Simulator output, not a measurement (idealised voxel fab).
Proc. module: voxel trench capacitor
Square cell edge 5 nm, section width 225 nm, ID cut.
When this document writes out a cross-section, it uses a grid of square cells and lists it as bands, beginning at the top and moving down, with a band standing for one or more rows of cells.
This entry defines a band. It first specifies the height of the band's top and the height of its bottom in nm, and then specifies the band's materials from left to right, stating each material with its width in nm. The word "throughout" identifies a single material that fills the band from edge to edge, while the word "blank" identifies empty space.
We count height from 0. Below that, the starting wafer is all one material. The lowest band never ends at the bottom but goes on down; see "0 and below" for how that is written.
Read "30->40" as a graded width: first number on top, second number at the bottom, same change between each pair of neighbouring rows.
Any step labelled "no modification" changed none of the cells in the cross-section.
Closed empty spaces (no open way to the top) of 8 cells or more are what "Closed internal voids" lists, each as width x height at distance from the left edge, nm for all three.
On each step's line, the part that comes after the settings is the simulator's own comment on the step.
Steps that use a mask can have "overlay nm" on their line. It says how far the mask sat to the right of where it was meant to be. Negative means to the left.
Process steps - plan:
1) RECEIVE: material Si
2) CONFORMAL_DEP: material SiN, thk nm 10
3) DIRECTIONAL_DEP: material aC, thk nm 15
4) PATTERN: tone open, mask id TRENCH, material resist, width nm 25, pitch nm 50, thk nm 30, overlay nm 0
5) DIRECTIONAL_ETCH: etch materials aC, depth nm 15
6) STRIP: etch materials resist
7) DIRECTIONAL_ETCH: etch materials SiN, depth nm 10
8) DIRECTIONAL_ETCH: etch materials Si, depth nm 25
9) STRIP: etch materials aC
10) CONFORMAL_DEP: material HfO2, thk nm 5
11) CONFORMAL_DEP: material TiN, thk nm 5
12) FILL_DEP: material W, thk nm 5
13) CMP: height nm 10
This is the cross-section of the wafer as we received it, i.e. after step 1:
> 0 and below | Si throughout
> Closed internal voids: none
Cross-sectional result after module completion. Note: starting condition and plan are unchanged from above; one processing mistake was made:
> 10 down to 0 | 25 SiN  5 TiN  5 HfO2  5 W  5 HfO2  5 TiN  25 SiN  5 TiN  5 HfO2  5 W  5 HfO2  5 TiN  25 SiN  5 TiN  5 HfO2  5 W  5 HfO2  5 TiN  25 SiN  5 TiN  5 HfO2  5 W  5 HfO2  5 TiN  25 SiN
> 0 down to -15 | 25 Si  5 TiN  5 HfO2  5 W  5 HfO2  5 TiN  25 Si  5 TiN  5 HfO2  5 W  5 HfO2  5 TiN  25 Si  5 TiN  5 HfO2  5 W  5 HfO2  5 TiN  25 Si  5 TiN  5 HfO2  5 W  5 HfO2  5 TiN  25 Si
> -15 down to -20 | 25 Si  5 TiN  15 HfO2  5 TiN  25 Si  5 TiN  15 HfO2  5 TiN  25 Si  5 TiN  15 HfO2  5 TiN  25 Si  5 TiN  15 HfO2  5 TiN  25 Si
> -20 down to -25 | 25 Si  25 TiN  25 Si  25 TiN  25 Si  25 TiN  25 Si  25 TiN  25 Si
> -25 and below | Si throughout
> Closed internal voids: none
So what did we get wrong on this run? the processing plan was not followed for steps 10 and 11, which were run with their positions exchanged
